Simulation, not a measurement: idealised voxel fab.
Herein follows the process module entitled voxel self aligned contacts.
Each square cell in cross-section cut measures 5 nm, and the section as a whole is 210 nm wide.
We lay out every cross-section as a grid of square cells and spell it out in bands from the top down, where one band means one or more rows of cells. It is stipulated that each band's entry specify, in nanometres, the height of the top of the band and then that of its bottom, followed by the materials of the band in left-to-right sequence, each together with its width in nanometres. A single material marked by the word "edge to edge" is understood to fill the band from edge to edge; the word "blank" is understood to denote empty space. The level at which height equals 0 is the one under which the wafer, as it arrives, is entirely one material. No lower edge exists for the bottom band, which continues downward and is notated as in "0 nm and below". Per-row width for "30..40": begins at first number (top row of band), ends at second number (bottom row), increment between rows held constant. Key: "no alteration" - step with no changed cell in the cross-section. The label "Tabulated closed voids" introduces a list of the empty spaces, 8 cells or larger, that have no open way up to the top; each entry in it reads width x height at distance, where the distance is taken from the left edge and all three are stated in nm. after a step's settings: what the simulator itself notes on the step. "overlay nm" answers the question of how far to the right of plan the mask lay on a step that has a mask, and when it is negative the answer is to the left.
# The steps planned for the process are as follows
1. RECEIVE with material Si
2. CONFORMAL_DEP with material SiO2, thk nm 5
3. DIRECTIONAL_DEP with material polySi, thk nm 20
4. DIRECTIONAL_DEP with material SiN, thk nm 15
5. DIRECTIONAL_DEP with material aC, thk nm 15
6. PATTERN with tone cover, mask id GATE, material resist, width nm 30, pitch nm 55, thk nm 30, overlay nm 0
7. DIRECTIONAL_ETCH with etch materials aC, depth nm 15
8. STRIP with etch materials resist
9. DIRECTIONAL_ETCH with etch materials SiN, depth nm 15
10. DIRECTIONAL_ETCH with etch materials polySi, depth nm 20
11. STRIP with etch materials aC
12. CONFORMAL_DEP with material SiN, thk nm 5
13. DIRECTIONAL_ETCH with etch materials SiN, depth nm 5
14. FILL_DEP with material SiO2, thk nm 20
15. CMP with height nm 50
16. DIRECTIONAL_DEP with material aC, thk nm 10
17. PATTERN with tone open, mask id CONTACT, material resist, width nm 35, thk nm 30, overlay nm 0
18. DIRECTIONAL_ETCH with etch materials aC, depth nm 10
19. STRIP with etch materials resist
20. DIRECTIONAL_ETCH with etch materials SiO2, depth nm 50
21. STRIP with etch materials aC
22. CONFORMAL_DEP with material TiN, thk nm 5
23. FILL_DEP with material W, thk nm 10
24. CMP with height nm 50
25. CONFORMAL_DEP with material SiN, thk nm 5
# Cross-section of the incoming wafer, state after step 1
  0 nm and below: Si edge to edge
  Tabulated closed voids: none
# Wafer at module end, in section. Began as above, planned as above, run with one mistake
  55 nm to 50 nm: SiN edge to edge
  50 nm to 45 nm: SiO2 55 nm, then SiN 40 nm, then TiN 5 nm, then W 5 nm, then TiN 5 nm, then SiN 40 nm, then SiO2 60 nm
  45 nm to 30 nm: SiO2 55 nm, then SiN 5 nm, then polySi 30 nm, then SiN 5 nm, then TiN 5 nm, then W 5 nm, then TiN 5 nm, then SiN 5 nm, then polySi 30 nm, then SiN 5 nm, then SiO2 60 nm
  30 nm to 25 nm: SiO2 55 nm, then SiN 5 nm, then polySi 30 nm, then SiN 5 nm, then TiN 15 nm, then SiN 5 nm, then polySi 30 nm, then SiN 5 nm, then SiO2 60 nm
  25 nm to 5 nm: polySi edge to edge
  5 nm to 0 nm: SiO2 edge to edge
  0 nm and below: Si edge to edge
  Tabulated closed voids: none
Where did the run depart from the plan? regarding the plan, step 3 was run twice
